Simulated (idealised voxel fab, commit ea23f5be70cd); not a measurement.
process module | voxel spacer lines
cross-section cut | 250 nm wide | cells 5 nm
A cross-section is a grid of square cells, given in bands from the top down. A band is one or more rows of cells.
Each band's line starts with the height of the band's top and of its bottom, in nm. Then come its materials from left to right, each with its width in nm. One material with "throughout" fills the band from edge to edge. "air" is empty space.
Height 0 is the level under which the wafer as received is all one material. The lowest band goes on downwards, as in "0 down".
A width such as "30 to 40" changes by the same amount from each row of cells to the next, from the band's top row to its bottom row.
"no change" after a step means that no cell of the cross-section changed.
closed voids: empty space of 8 cells or more with no open way to the top, each as width x height at its distance from the left edge, in nm
after a step's settings: what the simulator itself notes on the step
overlay nm, on a step with a mask: how far to the right of its planned place the mask lay; to the left if negative
plan
1 op RECEIVE | material Si
2 op CONFORMAL_DEP | material Al2O3 | thk nm 10
3 op DIRECTIONAL_DEP | material W | thk nm 10
4 op DIRECTIONAL_DEP | material aC | thk nm 25
5 op PATTERN | tone cover | mask id MANDREL | material resist | width nm 15 | pitch nm 60 | thk nm 30 | overlay nm 0
6 op DIRECTIONAL_ETCH | etch materials aC | depth nm 25
7 op STRIP | etch materials resist
8 op CONFORMAL_DEP | material SiO2 | thk nm 15
9 op DIRECTIONAL_ETCH | etch materials SiO2 | depth nm 15
10 op STRIP | etch materials aC
11 op DIRECTIONAL_ETCH | etch materials W | depth nm 10
12 op STRIP | etch materials SiO2
13 op FILL_DEP | material SiO2 | thk nm 10
14 op CMP | height nm 20
as received, after step 1
  0 down: Si throughout
  closed voids: none
first wafer at the end, as planned
  20 to 10: SiO2 70 | W 15 | SiO2 15 | W 15 | SiO2 15 | W 15 | SiO2 15 | W 15 | SiO2 75
  10 to 0: Al2O3 throughout
  0 down: Si throughout
  closed voids: none
second wafer at the end: like start, like plan, one mistake
  20 to 10: SiO2 80 | W 5 | SiO2 15 | W 5 | SiO2 35 | W 5 | SiO2 15 | W 5 | SiO2 85
  10 to 0: Al2O3 throughout
  0 down: Si throughout
  closed voids: none
what went wrong: step 8 ran as: op CONFORMAL_DEP | material SiO2 | thk nm 5
at the end the second wafer has, in cells: 16 more of SiO2 | 16 fewer of W
